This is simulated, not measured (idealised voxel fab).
Process module name: voxel tone inversion
It is cross-section cut that appears here, measuring 295 nm in width, its square cells being 5 nm in size.
Heads up, the way a cross-section reads in here is a grid of square cells, handed over as bands from the top down, with every band being one or more rows of cells. Band: top and bottom heights (nm) first, top before bottom; then materials from left to right, widths in nm. "throughout" marks a sole material filling the band edge to edge. "empty" denotes empty space. Zero point of the height axis is 0; under it, received wafer = one material. Lowest band: continues down indefinitely, "0 -> down". When a width is written as two numbers, as in "30..40", the first number is the width in the top row of cells of the band and the second is the width in its bottom row, and the width changes by the same amount from each row to the next. "no modifications" (step): cross-section cells unchanged, all of them. So "Fully enclosed voids" is basically the list of trapped voids: any empty space of 8 cells or more that can't reach the top through an opening. They're written width x height at distance, the distance being from the left edge, and it's all nm. Whatever follows a step's settings on its line is a remark the simulator itself makes about that step. Steps that use a mask can have "overlay nm" on their line. It says how far the mask sat to the right of where it was meant to be. Negative means to the left.
# Planned step list for the process
| 1 | RECEIVE, material Si |
| 2 | CONFORMAL_DEP, material SiN, thk nm 5 |
| 3 | DIRECTIONAL_DEP, material aC, thk nm 20 |
| 4 | PATTERN, tone cover, mask id POSTS, material resist, width nm 25, pitch nm 50, thk nm 30, overlay nm 0 |
| 5 | DIRECTIONAL_ETCH, etch materials aC, depth nm 20 |
| 6 | STRIP, etch materials resist |
| 7 | FILL_DEP, material SiO2, thk nm 5 |
| 8 | CMP, height nm 25 |
| 9 | STRIP, etch materials aC |
# As-received wafer cross-section (after step 1)
> 0 -> down: Si throughout
> Fully enclosed voids: none
# First of two wafers: cross-section at end of module, run per plan
> 25 -> 5: SiO2=60; empty=25; SiO2=25; empty=25; SiO2=25; empty=25; SiO2=25; empty=25; SiO2=60
> 5 -> 0: SiN throughout
> 0 -> down: Si throughout
> Fully enclosed voids: none
# Cross-section, wafer two of two, end of module: same start and plan as wafer one, one error in execution
> 25 -> 0: SiN throughout
> 0 -> down: Si throughout
> Fully enclosed voids: none
Run error: the process deviated at step 3: the operation and settings actually run there were DIRECTIONAL_DEP, material SiN, thk nm 20
Counted in cells at the end, the second wafer holds more or fewer of these materials than the first: SiN +236 | SiO2 -156
